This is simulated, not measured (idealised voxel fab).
process module | voxel plated lines
cross-section cut | 145 nm wide | cells 5 nm
A cross-section is a grid of square cells, given in bands from the top down. A band is one or more rows of cells.
Each band's line starts with the height of the band's top and of its bottom, in nm. Then come its materials from left to right, each with its width in nm. One material with "throughout" fills the band from edge to edge. "air" is empty space.
Height 0 is the level under which the wafer as received is all one material. The lowest band goes on downwards, as in "0 down".
A width such as "30 to 40" changes by the same amount from each row of cells to the next, from the band's top row to its bottom row.
"no change" after a step means that no cell of the cross-section changed.
closed voids: empty space of 8 cells or more with no open way to the top, each as width x height at its distance from the left edge, in nm
after a step's settings: what the simulator itself notes on the step
overlay nm, on a step with a mask: how far to the right of its planned place the mask lay; to the left if negative
plan
1 op RECEIVE | material Si
2 op CONFORMAL_DEP | material Al2O3 | thk nm 10
3 op DIRECTIONAL_DEP | material TiN | thk nm 5
4 op PATTERN | tone open | mask id LINES | material resist | width nm 30 | pitch nm 45 | thk nm 20 | overlay nm 0
5 op EPI | material Ru | thk nm 5
6 op STRIP | etch materials resist
7 op DIRECTIONAL_ETCH | etch materials TiN | depth nm 5
8 op CONFORMAL_DEP | material SiO2 | thk nm 5
varied across the wafers: thk nm of step 3. The plan shows the first wafer's value. All wafers start alike
first wafer as received, after step 1
  0 down: Si throughout
  closed voids: none
first wafer at the end, after step 8
  25 to 20: air 30 | SiO2 40 | air 5 | SiO2 40 | air 30
  20 to 15: air 30 | SiO2 5 | Ru 30 | SiO2 5 | air 5 | SiO2 5 | Ru 30 | SiO2 5 | air 30
  15 to 10: SiO2 35 | TiN 30 | SiO2 15 | TiN 30 | SiO2 35
  10 to 0: Al2O3 throughout
  0 down: Si throughout
  closed voids: none
last wafer at the end
  40 to 35: air 30 | SiO2 40 | air 5 | SiO2 40 | air 30
  35 to 30: air 30 | SiO2 5 | Ru 30 | SiO2 5 | air 5 | SiO2 5 | Ru 30 | SiO2 5 | air 30
  30 to 25: SiO2 35 | TiN 30 | SiO2 15 | TiN 30 | SiO2 35
  25 to 10: TiN throughout
  10 to 0: Al2O3 throughout
  0 down: Si throughout
  closed voids: none
each wafer at the end: cells of each material gained (+) or lost (-) since it was received, then its closed voids
thk nm 5 | +58 Al2O3 | +12 Ru | +37 SiO2 | +12 TiN | closed voids: none
thk nm 10 | +58 Al2O3 | +12 Ru | +37 SiO2 | +41 TiN | closed voids: none
thk nm 15 | +58 Al2O3 | +12 Ru | +37 SiO2 | +70 TiN | closed voids: none
thk nm 20 | +58 Al2O3 | +12 Ru | +37 SiO2 | +99 TiN | closed voids: none
